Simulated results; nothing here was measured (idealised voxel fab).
Proc. module: voxel tone inversion
Displayed cross-section: cut, width of 260 nm, square cells sized 5 nm.
For the purposes of this document, a cross-section shall be understood as a grid of square cells, specified as bands listed in top-to-bottom order, each band consisting of one or more rows of cells. Quick guide to a band line: top height, bottom height (nm) up front; then every material left to right with its width in nm. Only one material and it's marked "all across"? Then it fills the band edge to edge. And "empty" just means empty space. Heights are reckoned from 0. Under this level, the received wafer is all of one material. The bottommost band is open-ended downward, for example "from 0 down". With a width like "30 to 40", each row of cells in the band differs from the next by the same amount, the top row carrying the first number and the bottom row the second. Given "left unchanged" for a step, no cell of the cross-section differs between before and after that step. So "Unvented internal voids" is basically the list of trapped voids: any empty space of 8 cells or more that can't reach the top through an opening. They're written width x height at distance, the distance being from the left edge, and it's all nm. Step line, after settings: the simulator's comment on this step. overlay nm: how far to the right of its planned place the mask lay on this masked step (negative: to the left).

[Below is the list of planned process steps]
1 RECEIVE, material Si
2 CONFORMAL_DEP, material SiCN, thk nm 10
3 DIRECTIONAL_DEP, material aC, thk nm 20
4 PATTERN, tone cover, mask id POSTS, material resist, width nm 15, pitch nm 45, thk nm 30, overlay nm 0
5 DIRECTIONAL_ETCH, etch materials aC, depth nm 20
6 STRIP, etch materials resist
7 FILL_DEP, material lowk, thk nm 10
8 CMP, height nm 30
9 STRIP, etch materials aC
10 CONFORMAL_DEP, material TiN, thk nm 5
11 FILL_DEP, material Cu, thk nm 5
12 CMP, height nm 30
13 CONFORMAL_DEP, material SiN, thk nm 5
The plan shows the width nm of step 4 as the first wafer had it; this setting differs between the wafers, which start out alike.

[The as-received cross-section of the first of several wafers corresponds to the state after step 1]
- from 0 down = Si all across
- Unvented internal voids: none

[wafer rows; end of module; cells per material since receipt: (+) gained, (-) lost; then closed voids]
width nm 15 | +9 Cu | +104 SiCN | +52 SiN | +27 TiN | +172 lowk | Unvented internal voids: none
width nm 20 | +18 Cu | +104 SiCN | +52 SiN | +30 TiN | +160 lowk | Unvented internal voids: none
width nm 25 | +27 Cu | +104 SiCN | +52 SiN | +33 TiN | +148 lowk | Unvented internal voids: none
width nm 30 | +36 Cu | +104 SiCN | +52 SiN | +36 TiN | +136 lowk | Unvented internal voids: none
